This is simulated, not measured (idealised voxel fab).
Herein follows the process module entitled voxel double patterning.
It is cross-section cut that appears here, measuring 150 nm in width, its square cells being 5 nm in size.
Heads up, the way a cross-section reads in here is a grid of square cells, handed over as bands from the top down, with every band being one or more rows of cells. Each band's line starts with the height of the band's top and of its bottom, in nm. Then come its materials from left to right, each with its width in nm. One material with "all across" fills the band from edge to edge. "air" is empty space. Below 0: as-received wafer, all one material; heights counted from there. Lowest band: no bottom, goes on down, written "from 0 down". A width such as "30 to 40" changes by the same amount from each row of cells to the next, from the band's top row to its bottom row. "no change" (step): cross-section cells unchanged, all of them. If an empty space has no open way to the top and is at least 8 cells in size, "Closed cavities" lists it, written width x height at distance, where distance is measured from the left edge and every value is in nm. Where a step's line continues beyond its settings, the continuation is a remark by the simulator itself on that step. overlay nm: right-of-plan distance of the mask on a masked step; negative values mean left-of-plan.
Listed below are the process steps as planned
- 1: RECEIVE with material Si
- 2: CONFORMAL_DEP with material SiN, thk nm 5
- 3: DIRECTIONAL_DEP with material SiO2, thk nm 20
- 4: DIRECTIONAL_DEP with material SiCN, thk nm 5
- 5: DIRECTIONAL_DEP with material aC, thk nm 10
- 6: PATTERN with tone open, mask id FIRST, material resist, width nm 15, pitch nm 50, thk nm 25, overlay nm 0
- 7: DIRECTIONAL_ETCH with etch materials aC, depth nm 10
- 8: STRIP with etch materials resist
- 9: DIRECTIONAL_ETCH with etch materials SiCN, depth nm 5
- 10: STRIP with etch materials aC
- 11: PATTERN with tone open, mask id SECOND, material resist, width nm 15, pitch nm 50, thk nm 15, overlay nm 0
- 12: DIRECTIONAL_ETCH with etch materials SiCN, depth nm 5
- 13: STRIP with etch materials resist
- 14: DIRECTIONAL_ETCH with etch materials SiO2, depth nm 20
- 15: STRIP with etch materials SiCN
This is the cross-section of the wafer as we received it, i.e. after step 1
	from 0 down = Si all across
	Closed cavities: none
Looking at the first of two wafers in cross-section at end of module - ran to plan
	from 25 to 5 = SiO2=15 | air=15 | SiO2=10 | air=15 | SiO2=10 | air=15 | SiO2=10 | air=15 | SiO2=10 | air=15 | SiO2=20
	from 5 to 0 = SiN all across
	from 0 down = Si all across
	Closed cavities: none
Presented here is a cross-section of the second of the two wafers as it stood at the end of the module. It was started in the same manner and assigned the same plan as the first wafer; however, one mistake was made in its execution
	from 45 to 25 = SiO2=15 | air=15 | SiO2=10 | air=15 | SiO2=10 | air=15 | SiO2=10 | air=15 | SiO2=10 | air=15 | SiO2=20
	from 25 to 5 = SiO2 all across
	from 5 to 0 = SiN all across
	from 0 down = Si all across
	Closed cavities: none
What was the processing mistake? step 3, plan: ran twice
Looking at both finished wafers in cells, the second ends up ahead of or behind the first on some materials: SiO2 +120
